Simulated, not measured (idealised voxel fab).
Presented below is a process module, voxel ribs on slabs.
FYI the section here is cut, 170 nm wide, cells are 5 nm squares.
When this document writes out a cross-section, it uses a grid of square cells and lists it as bands, beginning at the top and moving down, with a band standing for one or more rows of cells. Each band's line starts with the height of the band's top and of its bottom, in nm. Then come its materials from left to right, each with its width in nm. One material with "everywhere" fills the band from edge to edge. "blank" is empty space. Counting heights begins at 0, where everything beneath is, in the wafer as received, one material. The lowest band has no bottom; it goes on downwards, as "0 nm and below" shows. Note: "30->40" means the width goes from the first number (top row of the band) to the second number (bottom row) in equal steps per row of cells. Given "everything unchanged" for a step, no cell of the cross-section differs between before and after that step. Each empty space that has no open way to the top and spans at least 8 cells appears under "Unvented internal voids" as width x height at distance, the distance counted from the left edge, all in nm. On each step's line, the part that comes after the settings is the simulator's own comment on the step. The "overlay nm" setting may appear on a step's line; for a step that uses a mask, it gives how far to the right of its planned position the mask lay, and a negative value indicates the left.

plan:
1 RECEIVE with material Si
2 DIRECTIONAL_DEP with material SiO2, thk nm 30
3 DIRECTIONAL_DEP with material SiN, thk nm 15
4 PATTERN with tone cover, mask id RIB, material resist, width nm 30, thk nm 20, overlay nm 0
5 DIRECTIONAL_ETCH with etch materials SiN, depth nm 10
6 STRIP with etch materials resist
7 DIRECTIONAL_DEP with material aC, thk nm 10
8 PATTERN with tone cover, mask id SLAB, material resist, width nm 60, thk nm 25, overlay nm 0
9 DIRECTIONAL_ETCH with etch materials aC, depth nm 10
10 STRIP with etch materials resist
11 DIRECTIONAL_ETCH with etch materials SiN, depth nm 5
12 STRIP with etch materials aC
13 FILL_DEP with material SiO2, thk nm 30
14 CMP with height nm 65
15 DIRECTIONAL_DEP with material W, thk nm 5
16 PATTERN with tone cover, mask id HEATER, material resist, width nm 40, thk nm 20, overlay nm 0
17 DIRECTIONAL_ETCH with etch materials W, depth nm 5
18 STRIP with etch materials resist
19 CONFORMAL_DEP with material SiN, thk nm 10

Run as planned: first of two wafers:

Delivered wafer in cross-section: state after step 1:
> 0 nm and below = Si everywhere
> Unvented internal voids: none

Wafer xsec, post step 2:
> 30 nm to 0 nm = SiO2 everywhere
> Everything under 0 stays put, no change at all.

Wafer xsec, post step 3:
> 45 nm to 30 nm = SiN everywhere
> Everything under 30 stays put, no change at all.

Wafer xsec, post step 4:
> 65 nm to 45 nm = 70 of blank; 30 of resist; 70 of blank
> Everything under 45 stays put, no change at all.

Wafer xsec, post step 5:
> 65 nm to 45 nm = 70 of blank; 30 of resist; 70 of blank
> 45 nm to 35 nm = 70 of blank; 30 of SiN; 70 of blank
> Everything under 35 stays put, no change at all.

Wafer xsec, post step 6:
> 45 nm to 35 nm = 70 of blank; 30 of SiN; 70 of blank
> Everything under 35 stays put, no change at all.

Wafer xsec, post step 7:
> 55 nm to 45 nm = 70 of blank; 30 of aC; 70 of blank
> 45 nm to 35 nm = 70 of aC; 30 of SiN; 70 of aC
> Everything under 35 stays put, no change at all.

Wafer xsec, post step 8:
> 80 nm to 55 nm = 55 of blank; 60 of resist; 55 of blank
> 55 nm to 45 nm = 55 of blank; 15 of resist; 30 of aC; 15 of resist; 55 of blank
> Everything under 45 stays put, no change at all.

Wafer xsec, post step 9:
> 70 nm to 55 nm = 55 of blank; 60 of resist; 55 of blank
> 55 nm to 45 nm = 55 of blank; 15 of resist; 30 of aC; 15 of resist; 55 of blank
> 45 nm to 35 nm = 55 of blank; 15 of aC; 30 of SiN; 15 of aC; 55 of blank
> Everything under 35 stays put, no change at all.

Wafer xsec, post step 10:
> 55 nm to 45 nm = 70 of blank; 30 of aC; 70 of blank
> Everything under 45 stays put, no change at all.

Wafer xsec, post step 11:
> 55 nm to 45 nm = 70 of blank; 30 of aC; 70 of blank
> 45 nm to 35 nm = 55 of blank; 15 of aC; 30 of SiN; 15 of aC; 55 of blank
> 35 nm to 30 nm = 55 of blank; 60 of SiN; 55 of blank
> Everything under 30 stays put, no change at all.

Wafer xsec, post step 12:
> 45 nm to 35 nm = 70 of blank; 30 of SiN; 70 of blank
> Everything under 35 stays put, no change at all.

Wafer xsec, post step 13:
> 75 nm to 45 nm = SiO2 everywhere
> 45 nm to 35 nm = 70 of SiO2; 30 of SiN; 70 of SiO2
> 35 nm to 30 nm = 55 of SiO2; 60 of SiN; 55 of SiO2
> Everything under 30 stays put, no change at all.

Wafer xsec, post step 14:
> 65 nm to 45 nm = SiO2 everywhere
> Everything under 45 stays put, no change at all.

Wafer xsec, post step 15:
> 70 nm to 65 nm = W everywhere
> Everything under 65 stays put, no change at all.

Wafer xsec, post step 16:
> 90 nm to 70 nm = 65 of blank; 40 of resist; 65 of blank
> Everything under 70 stays put, no change at all.

Wafer xsec, post step 17:
> 90 nm to 70 nm = 65 of blank; 40 of resist; 65 of blank
> 70 nm to 65 nm = 65 of blank; 40 of W; 65 of blank
> Everything under 65 stays put, no change at all.

Wafer xsec, post step 18:
> 70 nm to 65 nm = 65 of blank; 40 of W; 65 of blank
> Everything under 65 stays put, no change at all.

Wafer xsec, post step 19:
> 80 nm to 75 nm = 55 of blank; 60 of SiN; 55 of blank
> 75 nm to 70 nm = SiN everywhere
> 70 nm to 65 nm = 65 of SiN; 40 of W; 65 of SiN
> Everything under 65 stays put, no change at all.

Wafer two: like wafer one in start and plan, but with one mistake in execution; identical up to and including step 7:

At the planned end of step 8, the second wafer in cross-section:
> 80 nm to 55 nm = 60 of blank; 60 of resist; 50 of blank
> 55 nm to 45 nm = 60 of blank; 10 of resist; 30 of aC; 20 of resist; 50 of blank
> Everything under 45 stays put, no change at all.

At the planned end of step 9, the second wafer in cross-section:
> 70 nm to 55 nm = 60 of blank; 60 of resist; 50 of blank
> 55 nm to 45 nm = 60 of blank; 10 of resist; 30 of aC; 20 of resist; 50 of blank
> 45 nm to 35 nm = 60 of blank; 10 of aC; 30 of SiN; 20 of aC; 50 of blank
> Everything under 35 stays put, no change at all.

At the planned end of step 10, the second wafer in cross-section:
> 55 nm to 45 nm = 70 of blank; 30 of aC; 70 of blank
> Everything under 45 stays put, no change at all.

At the planned end of step 11, the second wafer in cross-section:
> 55 nm to 45 nm = 70 of blank; 30 of aC; 70 of blank
> 45 nm to 35 nm = 60 of blank; 10 of aC; 30 of SiN; 20 of aC; 50 of blank
> 35 nm to 30 nm = 60 of blank; 60 of SiN; 50 of blank
> Everything under 30 stays put, no change at all.

At the planned end of step 12, the second wafer in cross-section:
> 45 nm to 35 nm = 70 of blank; 30 of SiN; 70 of blank
> Everything under 35 stays put, no change at all.

At the planned end of step 13, the second wafer in cross-section:
> 75 nm to 45 nm = SiO2 everywhere
> 45 nm to 35 nm = 70 of SiO2; 30 of SiN; 70 of SiO2
> 35 nm to 30 nm = 60 of SiO2; 60 of SiN; 50 of SiO2
> Everything under 30 stays put, no change at all.

At the planned end of step 14, the second wafer in cross-section:
> 65 nm to 45 nm = SiO2 everywhere
> Everything under 45 stays put, no change at all.

At the planned end of step 15, the second wafer in cross-section:
> 70 nm to 65 nm = W everywhere
> Everything under 65 stays put, no change at all.

At the planned end of step 16, the second wafer in cross-section:
> 90 nm to 70 nm = 65 of blank; 40 of resist; 65 of blank
> Everything under 70 stays put, no change at all.

At the planned end of step 17, the second wafer in cross-section:
> 90 nm to 70 nm = 65 of blank; 40 of resist; 65 of blank
> 70 nm to 65 nm = 65 of blank; 40 of W; 65 of blank
> Everything under 65 stays put, no change at all.

At the planned end of step 18, the second wafer in cross-section:
> 70 nm to 65 nm = 65 of blank; 40 of W; 65 of blank
> Everything under 65 stays put, no change at all.

At the planned end of step 19, the second wafer in cross-section:
> 80 nm to 75 nm = 55 of blank; 60 of SiN; 55 of blank
> 75 nm to 70 nm = SiN everywhere
> 70 nm to 65 nm = 65 of SiN; 40 of W; 65 of SiN
> Everything under 65 stays put, no change at all.
Error vs. plan: step 8 ran with different settings than intended, the actual operation and settings being PATTERN with tone cover, mask id SLAB, material resist, width nm 60, thk nm 25, overlay nm 5
At the end, each material covers as many cells on the second wafer as it does on the first, though the cells it covers are elsewhere.
